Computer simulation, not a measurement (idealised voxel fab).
This is a process module. Its name is voxel self aligned contacts.
The cross-section on display is named cut; it measures 235 nm wide, and its cells are 5 nm squares.
Just so we're on the same page, the cross-sections are grids of square cells, and they're listed out in bands top to bottom, each band one or more rows deep. In this notation a band is specified by the heights of its top and bottom, in that order and in nm, after which its materials appear from left to right, each paired with its width in nm. The word "everywhere" attached to a single material means that material fills the band from edge to edge; the word "empty" stands for empty space. Beneath 0, the wafer as received is one material, and that level is where height counting begins. The lowest band goes on downward without a bottom; it is written like "0 and below". Width: "30->40" (first number = top row, second number = bottom row, same change from row to row of cells). Where a step carries "remained the same", the cross-section came out of it unchanged, cell for cell. Entry "Closed internal voids". Content: empty spaces with no open connection to the top, size 8 cells or greater. Each: width x height at distance. Distance: from left edge. Unit: nm. What comes after the settings on a step's line is commentary from the simulator itself on that step. "overlay nm" answers the question of how far to the right of plan the mask lay on a step that has a mask, and when it is negative the answer is to the left.

This section lists the process steps that were planned
1. RECEIVE | material Si
2. OXIDIZE | depth nm 5
3. DIRECTIONAL_DEP | material polySi | thk nm 20
4. DIRECTIONAL_DEP | material SiN | thk nm 15
5. DIRECTIONAL_DEP | material aC | thk nm 15
6. PATTERN | tone cover | mask id GATE | material resist | width nm 35 | pitch nm 60 | thk nm 30 | overlay nm 0
7. DIRECTIONAL_ETCH | etch materials aC | depth nm 15
8. STRIP | etch materials resist
9. DIRECTIONAL_ETCH | etch materials SiN | depth nm 15
10. DIRECTIONAL_ETCH | etch materials polySi | depth nm 20
11. STRIP | etch materials aC
12. CONFORMAL_DEP | material SiN | thk nm 5
13. DIRECTIONAL_ETCH | etch materials SiN | depth nm 5
14. FILL_DEP | material SiO2 | thk nm 10
15. CMP | height nm 40
16. DIRECTIONAL_DEP | material aC | thk nm 10
17. PATTERN | tone open | mask id CONTACT | material resist | width nm 35 | thk nm 30 | overlay nm 0
18. DIRECTIONAL_ETCH | etch materials aC | depth nm 10
19. STRIP | etch materials resist
20. DIRECTIONAL_ETCH | etch materials SiO2 | depth nm 45
21. STRIP | etch materials aC
22. CONFORMAL_DEP | material TiN | thk nm 5
23. FILL_DEP | material Ru | thk nm 10
24. CMP | height nm 40
25. CONFORMAL_DEP | material SiN | thk nm 5

Cross-section of the wafer upon arrival, representing the state reached after step 1
* 0 and below | Si everywhere
* Closed internal voids: none

Cross-sectional result after module completion. Note: starting condition and plan are unchanged from above; one processing mistake was made
* 45 down to 40 | SiN everywhere
* 40 down to 35 | Ru everywhere
* 35 down to 30 | TiN: 115; Ru: 5; TiN: 115
* 30 down to 20 | SiO2: 65; SiN: 45; TiN: 5; Ru: 5; TiN: 5; SiN: 45; SiO2: 65
* 20 down to 0 | SiO2: 65; SiN: 5; polySi: 35; SiN: 5; TiN: 5; Ru: 5; TiN: 5; SiN: 5; polySi: 35; SiN: 5; SiO2: 65
* 0 down to -5 | SiO2: 110; TiN: 15; SiO2: 110
* -5 and below | Si everywhere
* Closed internal voids: none
It is concluded that the wafer was processed incorrectly with respect to the plan, in that in deviation from the planned setting, step 15 was conducted as CMP | height nm 30
